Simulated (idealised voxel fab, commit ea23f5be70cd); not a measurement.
This is a process module. Its name is voxel self aligned contacts.
Each square cell in cross-section cut measures 5 nm, and the section as a whole is 260 nm wide.
A cross-section is written here as square cells arranged in a grid, and it is given in bands from the top down, each band taking up one or more rows of cells. Band: top and bottom heights (nm) first, top before bottom; then materials from left to right, widths in nm. "throughout" marks a sole material filling the band edge to edge. "air" denotes empty space. Convention: height 0 is the level below which the wafer, as received, is all one material. The lowest band does not terminate at the bottom but continues downward, represented as "0 down". The two numbers in a width such as "30..40" mark its ends across the band: the first belongs to the top row of cells, the second to the bottom row, and from each row to the next the width moves by the same amount. Key: "left unchanged" - step with no changed cell in the cross-section. "Sealed cavities" specifies each empty space that is not open to the top and that occupies no fewer than 8 cells, using the form width x height at distance, the distance measured from the left edge and all three quantities in nm. What comes after the settings on a step's line is commentary from the simulator itself on that step. overlay nm: on a step with a mask, how far right of its planned place the mask lay; negative means left.
## Steps planned for the process
| 1 | RECEIVE | material Si |
| 2 | OXIDIZE | depth nm 5 |
| 3 | DIRECTIONAL_DEP | material polySi | thk nm 25 |
| 4 | DIRECTIONAL_DEP | material SiN | thk nm 25 |
| 5 | MASKED_ETCH | tone cover | mask id GATE | width nm 30 | pitch nm 75 | etch materials SiN | depth nm 25 | overlay nm 0 |
| 6 | MASKED_ETCH | tone cover | mask id GATE | width nm 30 | pitch nm 75 | etch materials polySi | depth nm 25 | overlay nm 0 |
| 7 | CONFORMAL_DEP | material SiN | thk nm 10 |
| 8 | DIRECTIONAL_ETCH | etch materials SiN | depth nm 10 |
| 9 | FILL_DEP | material SiO2 | thk nm 15 |
| 10 | CMP | height nm 60 |
| 11 | DIRECTIONAL_DEP | material aC | thk nm 10 |
| 12 | PATTERN | tone open | mask id CONTACT | material resist | width nm 55 | pitch nm 75 | thk nm 30 | overlay nm 0 |
| 13 | DIRECTIONAL_ETCH | etch materials aC | depth nm 10 |
| 14 | STRIP | etch materials resist |
| 15 | DIRECTIONAL_ETCH | etch materials SiO2 | depth nm 65 |
| 16 | STRIP | etch materials aC |
| 17 | CONFORMAL_DEP | material TiN | thk nm 5 |
| 18 | FILL_DEP | material Ru | thk nm 10 |
| 19 | CMP | height nm 60 |
| 20 | CONFORMAL_DEP | material SiCN | thk nm 5 |
## Step 1 complete: cross-section of the wafer as received
* 0 down  Si throughout
* Sealed cavities: none
## Figure: cross-sectional view of the wafer upon completion of the module, processed from the initial state and according to the plan depicted above, with one error introduced during execution
* 65 to 60  SiCN throughout
* 60 to 55  SiO2 (30) | SiN (50) | TiN (5) | Ru (15) | TiN (5) | SiN (50) | TiN (5) | Ru (15) | TiN (5) | SiN (50) | SiO2 (30)
* 55 to 50  SiO2 (30) | SiN (50) | TiN (25) | SiN (50) | TiN (25) | SiN (50) | SiO2 (30)
* 50 to 25  SiN throughout
* 25 to 0  polySi throughout
* 0 to -5  SiO2 throughout
* -5 down  Si throughout
* Sealed cavities: none
The plan and the run diverged here: heads up, step 4 of the plan got done twice
